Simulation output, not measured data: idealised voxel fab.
A process module follows: voxel capacitor over wiring.
FYI the section here is cut, 200 nm wide, cells are 5 nm squares.
Format of a cross-section: grid, square cells. Given as bands. Order: top down. Band: one or more rows of cells. The band entry comprises the height of the band's top followed by the height of its bottom, expressed in nm, and subsequently the band's materials from left to right, each stated together with its width in nm. Where a single material is marked with the word "everywhere", that material fills the band from edge to edge. The word "empty" represents empty space. Where do heights start? At 0: under that level the wafer as delivered is made of one material only. And the lowest band has no floor; it just carries on downward, as in "z 0 and below". Per-row width for "30 to 40": begins at first number (top row of band), ends at second number (bottom row), increment between rows held constant. The cross-section has no changed cell in any step marked "identical to before". "Enclosed void entries": empty spaces of 8 cells or more with no open way to the top, each given as width x height at distance, distance from the left edge, all in nm. If you see something after the settings on a step's line, that's the simulator's own remark about that step. overlay nm: on a step with a mask, how far right of its planned place the mask lay; negative means left.
Steps planned for the process
1 op RECEIVE | material Si
2 op CONFORMAL_DEP | material SiO2 | thk nm 10
3 op CONFORMAL_DEP | material SiCN | thk nm 5
4 op DIRECTIONAL_DEP | material SiO2 | thk nm 15
5 op MASKED_ETCH | tone open | mask id METAL_1 | width nm 20 | pitch nm 70 | etch materials SiO2 | depth nm 15 | overlay nm 0
6 op MASKED_ETCH | tone open | mask id METAL_1 | width nm 20 | pitch nm 70 | etch materials SiCN | depth nm 5 | overlay nm 0
7 op CONFORMAL_DEP | material TiN | thk nm 5
8 op FILL_DEP | material W | thk nm 10
9 op CMP | height nm 30
10 op CONFORMAL_DEP | material SiCN | thk nm 5
11 op DIRECTIONAL_DEP | material lowk | thk nm 20
12 op PATTERN | tone open | mask id PLUG_1 | material resist | width nm 15 | thk nm 20 | overlay nm 0
13 op DIRECTIONAL_ETCH | etch materials lowk | depth nm 20
14 op DIRECTIONAL_ETCH | etch materials SiCN | depth nm 5
15 op STRIP | etch materials resist
16 op CONFORMAL_DEP | material TiN | thk nm 5
17 op FILL_DEP | material Cu | thk nm 10
18 op CMP | height nm 55
19 op DIRECTIONAL_DEP | material TiN | thk nm 5
20 op DIRECTIONAL_DEP | material Al2O3 | thk nm 5
21 op DIRECTIONAL_DEP | material TiN | thk nm 10
22 op MASKED_ETCH | tone cover | mask id UPPER_PLATE | width nm 55 | etch materials TiN | depth nm 10 | overlay nm 0
23 op MASKED_ETCH | tone cover | mask id UPPER_PLATE | width nm 55 | etch materials Al2O3 | depth nm 5 | overlay nm 0
24 op MASKED_ETCH | tone cover | mask id LOWER_PLATE | width nm 65 | etch materials TiN | depth nm 5 | overlay nm 0
25 op FILL_DEP | material SiO2 | thk nm 15
26 op CMP | height nm 85
27 op MASKED_ETCH | tone open | mask id PLUG_2 | width nm 15 | etch materials SiO2 | depth nm 10 | overlay nm 0
28 op CONFORMAL_DEP | material TiN | thk nm 5
29 op FILL_DEP | material Cu | thk nm 10
30 op CMP | height nm 85
31 op CONFORMAL_DEP | material SiN | thk nm 5
Cross-section of the wafer upon arrival, representing the state reached after step 1
  z 0 and below: Si everywhere
  Enclosed void entries: none
Wafer cross-section at module end: first of two, run to plan
  z 90 to 85: SiN everywhere
  z 85 to 80: 70 nm SiO2; 5 nm TiN; 5 nm Cu; 5 nm TiN; 115 nm SiO2
  z 80 to 75: 70 nm SiO2; 15 nm TiN; 115 nm SiO2
  z 75 to 65: 60 nm SiO2; 55 nm TiN; 85 nm SiO2
  z 65 to 60: 60 nm SiO2; 55 nm Al2O3; 85 nm SiO2
  z 60 to 55: 55 nm SiO2; 65 nm TiN; 80 nm SiO2
  z 55 to 35: 60 nm lowk; 5 nm TiN; 5 nm Cu; 5 nm TiN; 125 nm lowk
  z 35 to 30: 60 nm SiCN; 15 nm TiN; 125 nm SiCN
  z 30 to 15: 55 nm SiO2; 5 nm TiN; 10 nm W; 5 nm TiN; 50 nm SiO2; 5 nm TiN; 10 nm W; 5 nm TiN; 55 nm SiO2
  z 15 to 10: 55 nm SiCN; 20 nm TiN; 50 nm SiCN; 20 nm TiN; 55 nm SiCN
  z 10 to 0: SiO2 everywhere
  z 0 and below: Si everywhere
  Enclosed void entries: none
Wafer two (of two), end-of-module cross-section: start = wafer one, plan = wafer one, one run mistake
  z 90 to 85: SiN everywhere
  z 85 to 80: 70 nm SiO2; 5 nm TiN; 5 nm Cu; 5 nm TiN; 115 nm SiO2
  z 80 to 75: 70 nm SiO2; 15 nm TiN; 115 nm SiO2
  z 75 to 65: 60 nm SiO2; 55 nm TiN; 85 nm SiO2
  z 65 to 60: 60 nm SiO2; 55 nm Al2O3; 85 nm SiO2
  z 60 to 55: 55 nm SiO2; 65 nm TiN; 80 nm SiO2
  z 55 to 35: 60 nm lowk; 5 nm TiN; 5 nm Cu; 5 nm TiN; 125 nm lowk
  z 35 to 30: 60 nm SiCN; 15 nm TiN; 125 nm SiCN
  z 30 to 20: 55 nm SiO2; 5 nm TiN; 10 nm W; 5 nm TiN; 50 nm SiO2; 5 nm TiN; 10 nm W; 5 nm TiN; 55 nm SiO2
  z 20 to 15: 55 nm SiCN; 20 nm TiN; 50 nm SiCN; 20 nm TiN; 55 nm SiCN
  z 15 to 0: SiO2 everywhere
  z 0 and below: Si everywhere
  Enclosed void entries: none
Deviation from plan: step 2 went in with a setting other than planned; the actual run was op CONFORMAL_DEP | material SiO2 | thk nm 15
End check, counted in cells, second wafer has more or fewer of these materials than the first: +8 SiO2 | -4 TiN | -4 W
